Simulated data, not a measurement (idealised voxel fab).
The process module that follows is named voxel wiring stack.
Square cells of 5 nm make up the cross-section cut, whose width is 190 nm.
We lay out every cross-section as a grid of square cells and spell it out in bands from the top down, where one band means one or more rows of cells.
Top, bottom (nm), then materials left to right with widths (nm); lone material tagged "full width" fills the whole band edge to edge; "empty" = empty space.
Height datum 0, below which the as-received substrate wafer is one material. Lowest band open at the bottom, running downward: "0..down".
Read "30..40" as a graded width: first number on top, second number at the bottom, same change between each pair of neighbouring rows.
Where the words "no change" appear for a step, the cross-section shows no cell changed by that step; every cell remained as before.
"Entrapped voids": sealed empty spaces, 8 cells or more, no open way to top, listed width x height at distance, with distance from the left edge and width, height and distance in nm.
On a step's line, text after the settings is the simulator commenting on that step.
The "overlay nm" setting may appear on a step's line; for a step that uses a mask, it gives how far to the right of its planned position the mask lay, and a negative value indicates the left.

plan
1: RECEIVE: material Si
2: CONFORMAL_DEP: material SiO2, thk nm 15
3: CONFORMAL_DEP: material SiN, thk nm 5
4: DIRECTIONAL_DEP: material lowk, thk nm 20
5: PATTERN: tone open, mask id METAL_1, material resist, width nm 25, pitch nm 45, thk nm 15, overlay nm 0
6: DIRECTIONAL_ETCH: etch materials lowk, depth nm 20
7: DIRECTIONAL_ETCH: etch materials SiN, depth nm 5
8: STRIP: etch materials resist
9: CONFORMAL_DEP: material TiN, thk nm 5
10: FILL_DEP: material Cu, thk nm 10
11: CMP: height nm 40
12: CONFORMAL_DEP: material SiCN, thk nm 5
13: DIRECTIONAL_DEP: material lowk, thk nm 10
14: PATTERN: tone open, mask id PLUG_1, material resist, width nm 15, pitch nm 90, thk nm 20, overlay nm 0
15: DIRECTIONAL_ETCH: etch materials lowk, depth nm 10
16: DIRECTIONAL_ETCH: etch materials SiCN, depth nm 5
17: STRIP: etch materials resist
18: CONFORMAL_DEP: material TiN, thk nm 5
19: FILL_DEP: material W, thk nm 5
20: CMP: height nm 55
21: CONFORMAL_DEP: material SiN, thk nm 5
22: DIRECTIONAL_DEP: material lowk, thk nm 20
23: MASKED_ETCH: tone open, mask id METAL_2, width nm 25, pitch nm 45, etch materials lowk, depth nm 20, overlay nm 0
24: MASKED_ETCH: tone open, mask id METAL_2, width nm 25, pitch nm 45, etch materials SiN, depth nm 5, overlay nm 0
25: CONFORMAL_DEP: material TiN, thk nm 5
26: FILL_DEP: material Cu, thk nm 10
27: CMP: height nm 80
28: EPI: material Ru, thk nm 5
29: FILL_DEP: material SiCN, thk nm 5

as received, after step 1
> 0..down: Si full width
> Entrapped voids: none

Wafer cross-section at end of module: start and plan as shown above, one execution error
> 90..85: SiCN full width
> 85..80: SiCN 10 | Ru 35 | SiCN 10 | Ru 35 | SiCN 10 | Ru 35 | SiCN 10 | Ru 35 | SiCN 10
> 80..60: lowk 15 | TiN 5 | Cu 15 | TiN 5 | lowk 20 | TiN 5 | Cu 15 | TiN 5 | lowk 20 | TiN 5 | Cu 15 | TiN 5 | lowk 20 | TiN 5 | Cu 15 | TiN 5 | lowk 15
> 60..55: SiN 15 | TiN 25 | SiN 20 | TiN 25 | SiN 20 | TiN 25 | SiN 20 | TiN 25 | SiN 15
> 55..45: lowk 15 | TiN 5 | lowk 5 | TiN 5 | lowk 75 | TiN 5 | lowk 5 | TiN 5 | lowk 70
> 45..40: SiCN 15 | TiN 15 | SiCN 75 | TiN 15 | SiCN 70
> 40..20: lowk 15 | TiN 5 | Cu 15 | TiN 5 | lowk 20 | TiN 5 | Cu 15 | TiN 5 | lowk 20 | TiN 5 | Cu 15 | TiN 5 | lowk 20 | TiN 5 | Cu 15 | TiN 5 | lowk 15
> 20..15: SiN 15 | TiN 25 | SiN 20 | TiN 25 | SiN 20 | TiN 25 | SiN 20 | TiN 25 | SiN 15
> 15..0: SiO2 full width
> 0..down: Si full width
> Entrapped voids: none
Want to know what went wrong? note that step 19 departed from the planned setting and was carried out as FILL_DEP: material lowk, thk nm 5
